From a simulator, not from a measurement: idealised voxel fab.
This section sets out a process module, namely voxel wiring stack.
Xsec cut, 265 nm wide, square cell size 5 nm.
Cross-sections here: square-cell grids, written as top-down lists of bands, a band being one or more rows of cells. What a band's entry tells you: where the top is and where the bottom is, as heights in nm, and after that what lies inside, material by material from left to right, each with its width in nm. Empty space is written as the word "air", and a single material marked with the word "all across" occupies the band from edge to edge. Where do heights start? At 0: under that level the wafer as delivered is made of one material only. And the lowest band has no floor; it just carries on downward, as in "0 nm and below". It should be noted that a width expressed as "30..40" varies in equal increments from row to row of cells within the band, taking the value of the first number at the top row and that of the second number at the bottom row. The designation "all unchanged", where it is given for a processing step, indicates that no cell of the cross-section was altered in the course of that step. Voids not open to the top, 8 cells minimum: see "Closed internal voids". Written width x height at distance; distance is from the left edge; nm. Read whatever lies past the settings on a step's line as the simulator's own remark about the step. Regarding "overlay nm": on a step with a mask, it is the distance the mask lay to the right of its planned place; a negative value places it to the left.

**Steps in the process plan**
1. RECEIVE (material Si)
2. CONFORMAL_DEP (material SiO2; thk nm 15)
3. DIRECTIONAL_DEP (material TiN; thk nm 5)
4. DIRECTIONAL_DEP (material Ru; thk nm 25)
5. MASKED_ETCH (tone cover; mask id METAL_1; width nm 20; pitch nm 35; etch materials Ru; depth nm 25; overlay nm 0)
6. MASKED_ETCH (tone cover; mask id METAL_1; width nm 20; pitch nm 35; etch materials TiN; depth nm 5; overlay nm 0)
7. CONFORMAL_DEP (material SiCN; thk nm 5)
8. FILL_DEP (material lowk; thk nm 5)
9. CMP (height nm 45)
10. CONFORMAL_DEP (material SiCN; thk nm 5)
11. DIRECTIONAL_DEP (material SiO2; thk nm 30)
12. MASKED_ETCH (tone open; mask id METAL_2; width nm 20; pitch nm 35; etch materials SiO2; depth nm 15; overlay nm 0)
13. DIRECTIONAL_DEP (material aC; thk nm 10)
14. PATTERN (tone open; mask id METAL_2_HOLES; material resist; width nm 15; pitch nm 70; thk nm 25; overlay nm 0)
15. DIRECTIONAL_ETCH (etch materials aC; depth nm 10)
16. STRIP (etch materials resist)
17. DIRECTIONAL_ETCH (etch materials SiO2; depth nm 15)
18. DIRECTIONAL_ETCH (etch materials SiCN; depth nm 5)
19. STRIP (etch materials aC)
20. CONFORMAL_DEP (material TiN; thk nm 5)
21. FILL_DEP (material Ru; thk nm 10)
22. CMP (height nm 80)
23. CONFORMAL_DEP (material SiCN; thk nm 5)
24. DIRECTIONAL_DEP (material lowk; thk nm 15)
25. MASKED_ETCH (tone open; mask id PLUG_2; width nm 15; pitch nm 35; etch materials lowk; depth nm 15; overlay nm 0)
26. MASKED_ETCH (tone open; mask id PLUG_2; width nm 15; pitch nm 35; etch materials SiCN; depth nm 5; overlay nm 0)
27. CONFORMAL_DEP (material TiN; thk nm 5)
28. FILL_DEP (material Cu; thk nm 10)
29. CMP (height nm 100)
30. DIRECTIONAL_DEP (material TiN; thk nm 5)
31. DIRECTIONAL_DEP (material W; thk nm 15)
32. DIRECTIONAL_DEP (material aC; thk nm 15)
33. PATTERN (tone cover; mask id METAL_3; material resist; width nm 20; pitch nm 35; thk nm 35; overlay nm 0)
34. DIRECTIONAL_ETCH (etch materials aC; depth nm 15)
35. STRIP (etch materials resist)
36. DIRECTIONAL_ETCH (etch materials W; depth nm 15)
37. DIRECTIONAL_ETCH (etch materials TiN; depth nm 5)
38. STRIP (etch materials aC)
39. CONFORMAL_DEP (material SiCN; thk nm 5)
40. FILL_DEP (material SiO2; thk nm 10)
41. CMP (height nm 120)
42. CONFORMAL_DEP (material SiN; thk nm 5)

**Cross-section of the incoming wafer, state after step 1**
	0 nm and below | Si all across
	Closed internal voids: none

**Here's the wafer cut in cross-section after the module, started and planned just like above, except one thing was done wrong in the run**
	125 nm to 120 nm | SiN all across
	120 nm to 105 nm | SiO2 80, SiCN 5, W 20, SiCN 5, SiO2 5, SiCN 5, W 20, SiCN 5, SiO2 5, SiCN 5, W 20, SiCN 5, SiO2 85
	105 nm to 100 nm | SiCN 85, TiN 20, SiCN 15, TiN 20, SiCN 15, TiN 20, SiCN 90
	100 nm to 85 nm | lowk 85, TiN 5, Cu 5, TiN 5, lowk 20, TiN 5, Cu 5, TiN 5, lowk 20, TiN 5, Cu 5, TiN 5, lowk 95
	85 nm to 80 nm | SiCN 85, TiN 15, SiCN 20, TiN 15, SiCN 20, TiN 15, SiCN 95
	80 nm to 55 nm | SiO2 85, TiN 5, Ru 10, TiN 5, SiO2 15, TiN 5, Ru 10, TiN 5, SiO2 15, TiN 5, Ru 10, TiN 5, SiO2 90
	55 nm to 50 nm | SiO2 85, TiN 5, Ru 5, TiN 10, SiO2 15, TiN 20, SiO2 15, TiN 5, Ru 5, TiN 10, SiO2 90
	50 nm to 45 nm | SiCN 85, TiN 15, SiCN 55, TiN 15, SiCN 95
	45 nm to 20 nm | lowk 80, SiCN 5, Ru 20, SiCN 5, lowk 5, SiCN 5, Ru 20, SiCN 5, lowk 5, SiCN 5, Ru 20, SiCN 5, lowk 85
	20 nm to 15 nm | SiCN 85, TiN 20, SiCN 15, TiN 20, SiCN 15, TiN 20, SiCN 90
	15 nm to 0 nm | SiO2 all across
	0 nm and below | Si all across
	Closed internal voids: none
What broke from the plan during processing? step 12, plan: ran twice
